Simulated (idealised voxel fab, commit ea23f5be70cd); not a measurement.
The following is a process module called voxel self aligned vias.
Xsec cut, 230 nm wide, square cell size 5 nm.
Reading order for cross-sections: top band down to bottom band. Underlying form: a grid of square cells. Band size: one or more rows of cells.
Read a band's entry like this: the first values are the height of its top and the height of its bottom in nm, and what follows is the sequence of materials from left to right, each with its width in nm. Note that "blank" is empty space, and that a single material marked "throughout" reaches across the band from edge to edge.
Heights from 0 (as-received wafer is one material below). Bottom band endless downward, as "0 and below".
A width such as "30..40" changes by the same amount from each row of cells to the next, from the band's top row to its bottom row.
Key: "nothing altered" - step with no changed cell in the cross-section.
Under "Enclosed cavity list" you'll find the enclosed gaps, the ones with no way out to the top, that are 8 cells or bigger; each reads width x height at distance, with distance counted from the left edge, everything in nm.
What comes after the settings on a step's line is commentary from the simulator itself on that step.
"overlay nm" denotes, for a step that has a mask, the displacement of the mask to the right of its planned place, with negative values corresponding to the left.
[plan]
1: RECEIVE (material Si)
2: CONFORMAL_DEP (material SiO2; thk nm 15)
3: CONFORMAL_DEP (material SiCN; thk nm 5)
4: DIRECTIONAL_DEP (material SiO2; thk nm 30)
5: MASKED_ETCH (tone open; mask id LINES; width nm 30; pitch nm 65; etch materials SiO2; depth nm 30; overlay nm 0)
6: CONFORMAL_DEP (material TiN; thk nm 5)
7: FILL_DEP (material Ru; thk nm 5)
8: CMP (height nm 50)
9: SELECTIVE_ETCH (etch materials W Ru TiN; depth nm 10)
10: FILL_DEP (material SiN; thk nm 5)
11: CMP (height nm 50)
12: DIRECTIONAL_DEP (material SiO2; thk nm 20)
13: MASKED_ETCH (tone open; mask id VIAS; width nm 40; pitch nm 130; etch materials SiO2; depth nm 20; overlay nm 0)
14: MASKED_ETCH (tone open; mask id VIAS; width nm 40; pitch nm 130; etch materials SiN; depth nm 10; overlay nm 0)
15: CONFORMAL_DEP (material TiN; thk nm 5)
16: FILL_DEP (material Ru; thk nm 5)
17: CMP (height nm 70)
18: CONFORMAL_DEP (material SiN; thk nm 5)
[The cross-section here shows the wafer as received, i.e. in its state after step 1]
- 0 and below | Si throughout
- Enclosed cavity list: none
[Cross-sectional image of the first of two wafers at the end of the module, the run having proceeded as planned]
- 75 down to 70 | SiN throughout
- 70 down to 55 | SiO2 30; TiN 5; Ru 30; TiN 5; SiO2 90; TiN 5; Ru 30; TiN 5; SiO2 30
- 55 down to 50 | SiO2 30; TiN 10; Ru 20; TiN 10; SiO2 90; TiN 10; Ru 20; TiN 10; SiO2 30
- 50 down to 45 | SiO2 35; TiN 5; Ru 20; TiN 5; SiO2 35; SiN 30; SiO2 35; TiN 5; Ru 20; TiN 5; SiO2 35
- 45 down to 40 | SiO2 35; TiN 30; SiO2 35; SiN 30; SiO2 35; TiN 30; SiO2 35
- 40 down to 25 | SiO2 35; TiN 5; Ru 20; TiN 5; SiO2 35; TiN 5; Ru 20; TiN 5; SiO2 35; TiN 5; Ru 20; TiN 5; SiO2 35
- 25 down to 20 | SiO2 35; TiN 30; SiO2 35; TiN 30; SiO2 35; TiN 30; SiO2 35
- 20 down to 15 | SiCN throughout
- 15 down to 0 | SiO2 throughout
- 0 and below | Si throughout
- Enclosed cavity list: none
[Second wafer of the two, sectioned at the end of the module. It began like the first and followed the same plan, but one mistake was made while running it]
- 75 down to 70 | SiN throughout
- 70 down to 55 | Ru 25; TiN 5; SiO2 40; TiN 5; Ru 80; TiN 5; SiO2 40; TiN 5; Ru 25
- 55 down to 50 | TiN 30; SiO2 40; TiN 90; SiO2 40; TiN 30
- 50 down to 40 | SiO2 35; SiN 30; SiO2 35; SiN 30; SiO2 35; SiN 30; SiO2 35
- 40 down to 25 | SiO2 35; TiN 5; Ru 20; TiN 5; SiO2 35; TiN 5; Ru 20; TiN 5; SiO2 35; TiN 5; Ru 20; TiN 5; SiO2 35
- 25 down to 20 | SiO2 35; TiN 30; SiO2 35; TiN 30; SiO2 35; TiN 30; SiO2 35
- 20 down to 15 | SiCN throughout
- 15 down to 0 | SiO2 throughout
- 0 and below | Si throughout
- Enclosed cavity list: none
The plan and the run diverged here: off-plan run, step 13, actual operation and settings MASKED_ETCH (tone cover; mask id VIAS; width nm 40; pitch nm 130; etch materials SiO2; depth nm 20; overlay nm 0)
Upon completion, the second wafer contains, in terms of cells, a greater or smaller amount of certain materials than the first wafer: Ru: 26 more, SiN: 24 more, SiO2: 56 fewer, TiN: 6 more
